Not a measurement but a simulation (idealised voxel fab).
process module | voxel trench capacitor
It is cross-section cut that appears here, measuring 255 nm in width, its square cells being 5 nm in size.
In what follows, cross-sections appear as grids of square cells, described through bands that run from the top down, where every band is one or more rows of cells.
Heights first: top, then bottom, in nm. Then materials, left to right, each with a width in nm. "full width" on a single material: fills the band edge to edge. "blank": empty space.
Zero point of the height axis is 0; under it, received wafer = one material. Lowest band: continues down indefinitely, "top 0, no bottom".
A width such as "30 to 40" changes by the same amount from each row of cells to the next, from the band's top row to its bottom row.
"nothing was modified", as given for a step, is the statement that not any cell of the cross-section underwent a change during that step.
Each empty space that has no open way to the top and spans at least 8 cells appears under "Cavities, sealed" as width x height at distance, the distance counted from the left edge, all in nm.
That trailing text on a step's line, after the settings, is the simulator's own remark on the step.
"overlay nm" answers the question of how far to the right of plan the mask lay on a step that has a mask, and when it is negative the answer is to the left.
**The process steps that were planned are listed below**
step 1: RECEIVE with material Si
step 2: CONFORMAL_DEP with material SiN, thk nm 5
step 3: DIRECTIONAL_DEP with material aC, thk nm 15
step 4: PATTERN with tone open, mask id TRENCH, material resist, width nm 20, pitch nm 45, thk nm 30, overlay nm 0
step 5: DIRECTIONAL_ETCH with etch materials aC, depth nm 15
step 6: STRIP with etch materials resist
step 7: DIRECTIONAL_ETCH with etch materials SiN, depth nm 5
step 8: DIRECTIONAL_ETCH with etch materials Si, depth nm 30
step 9: STRIP with etch materials aC
step 10: CONFORMAL_DEP with material Al2O3, thk nm 5
step 11: FILL_DEP with material polySi, thk nm 5
step 12: CMP with height nm 5
**Cross-section: wafer on arrival = after step 1**
    top 0, no bottom = Si full width
    Cavities, sealed: none
**Wafer cross-section at module end: first of two, run to plan**
    top 5, bottom 0 = SiN: 95 / Al2O3: 5 / polySi: 10 / Al2O3: 5 / SiN: 25 / Al2O3: 5 / polySi: 10 / Al2O3: 5 / SiN: 95
    top 0, bottom -25 = Si: 95 / Al2O3: 5 / polySi: 10 / Al2O3: 5 / Si: 25 / Al2O3: 5 / polySi: 10 / Al2O3: 5 / Si: 95
    top -25, bottom -30 = Si: 95 / Al2O3: 20 / Si: 25 / Al2O3: 20 / Si: 95
    top -30, no bottom = Si full width
    Cavities, sealed: none
**The second wafer, shown in cross-section after the module: started the same way as the first and given the same plan, yet one mistake crept into how it was run**
    top 5, bottom 0 = SiN: 95 / Al2O3: 5 / polySi: 10 / Al2O3: 5 / SiN: 25 / Al2O3: 5 / polySi: 10 / Al2O3: 5 / SiN: 95
    top 0, bottom -55 = Si: 95 / Al2O3: 5 / polySi: 10 / Al2O3: 5 / Si: 25 / Al2O3: 5 / polySi: 10 / Al2O3: 5 / Si: 95
    top -55, bottom -60 = Si: 95 / Al2O3: 20 / Si: 25 / Al2O3: 20 / Si: 95
    top -60, no bottom = Si full width
    Cavities, sealed: none
Deviation noted in wafer processing: step 8 of the plan was executed twice over
Materials where the second wafer ends with more or fewer cells than the first: 24 more of Al2O3, 48 fewer of Si, 24 more of polySi
